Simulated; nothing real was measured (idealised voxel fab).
This section sets out a process module, namely voxel gate over fins.
Cross-sectional view cut (width: 295 nm; square cell size: 5 nm).
We lay out every cross-section as a grid of square cells and spell it out in bands from the top down, where one band means one or more rows of cells. A band entry consists of two parts. The first gives the height of the band's top and the height of its bottom, in nm. The rest lists the band's materials from left to right, each with its width in nm. A single material labelled with the word "everywhere" fills the band from edge to edge, and the word "empty" marks empty space. Convention: height 0 is the level below which the wafer, as received, is all one material. The lowest band does not terminate at the bottom but continues downward, represented as "from 0 down". Graded width ("30->40"): value in top row of band = first number; value in bottom row = second number; row-to-row change constant. No cell of the cross-section changed in a step that is given as "remained the same". So "Closed void entries" is basically the list of trapped voids: any empty space of 8 cells or more that can't reach the top through an opening. They're written width x height at distance, the distance being from the left edge, and it's all nm. Anything after a step's settings on that line? It's the simulator's own note about the step. "overlay nm" answers the question of how far to the right of plan the mask lay on a step that has a mask, and when it is negative the answer is to the left.
List of planned process steps:
1. RECEIVE | material Si
2. CONFORMAL_DEP | material SiN | thk nm 10
3. PATTERN | tone cover | mask id FINS | material resist | width nm 15 | pitch nm 45 | thk nm 15 | overlay nm 0
4. DIRECTIONAL_ETCH | etch materials SiN | depth nm 10
5. DIRECTIONAL_ETCH | etch materials Si | depth nm 40
6. STRIP | etch materials resist
7. OXIDIZE | depth nm 5
8. FILL_DEP | material SiO2 | thk nm 15
9. CMP | height nm 10
10. SELECTIVE_ETCH | etch materials SiO2 | depth nm 25
11. STRIP | etch materials SiN
12. CONFORMAL_DEP | material HfO2 | thk nm 5
13. CONFORMAL_DEP | material TiN | thk nm 5
14. CONFORMAL_DEP | material TiAl | thk nm 5
15. CONFORMAL_DEP | material TiN | thk nm 5
16. FILL_DEP | material W | thk nm 15
17. CMP | height nm 30
18. CONFORMAL_DEP | material SiCN | thk nm 5
as received, after step 1:
> from 0 down | Si everywhere
> Closed void entries: none
Starting structure and process plan are as shown above, but one mistake was made in running the module; the wafer cross-section at the end of the module follows:
> from 35 to 30 | SiCN everywhere
> from 30 to 20 | W everywhere
> from 20 to 15 | TiN everywhere
> from 15 to 10 | TiAl everywhere
> from 10 to 5 | TiN (75), then TiAl (5), then TiN (40), then TiAl (5), then TiN (40), then TiAl (5), then TiN (40), then TiAl (5), then TiN (80)
> from 5 to 0 | HfO2 (70), then TiN (5), then TiAl (5), then TiN (5), then HfO2 (30), then TiN (5), then TiAl (5), then TiN (5), then HfO2 (30), then TiN (5), then TiAl (5), then TiN (5), then HfO2 (30), then TiN (5), then TiAl (5), then TiN (5), then HfO2 (75)
> from 0 to -5 | Si (65), then HfO2 (5), then TiN (5), then TiAl (5), then TiN (5), then HfO2 (5), then Si (20), then HfO2 (5), then TiN (5), then TiAl (5), then TiN (5), then HfO2 (5), then Si (20), then HfO2 (5), then TiN (5), then TiAl (5), then TiN (5), then HfO2 (5), then Si (20), then HfO2 (5), then TiN (5), then TiAl (5), then TiN (5), then HfO2 (5), then Si (70)
> from -5 to -10 | Si (65), then HfO2 (5), then TiN (15), then HfO2 (5), then Si (20), then HfO2 (5), then TiN (15), then HfO2 (5), then Si (20), then HfO2 (5), then TiN (15), then HfO2 (5), then Si (20), then HfO2 (5), then TiN (15), then HfO2 (5), then Si (70)
> from -10 to -15 | Si (65), then HfO2 (25), then Si (20), then HfO2 (25), then Si (20), then HfO2 (25), then Si (20), then HfO2 (25), then Si (70)
> from -15 to -45 | Si (65), then SiO2 (25), then Si (20), then SiO2 (25), then Si (20), then SiO2 (25), then Si (20), then SiO2 (25), then Si (70)
> from -45 down | Si everywhere
> Closed void entries: none
What went wrong in running the wafer? contrary to plan, step 3 was performed as PATTERN | tone open | mask id FINS | material resist | width nm 15 | pitch nm 45 | thk nm 15 | overlay nm 0
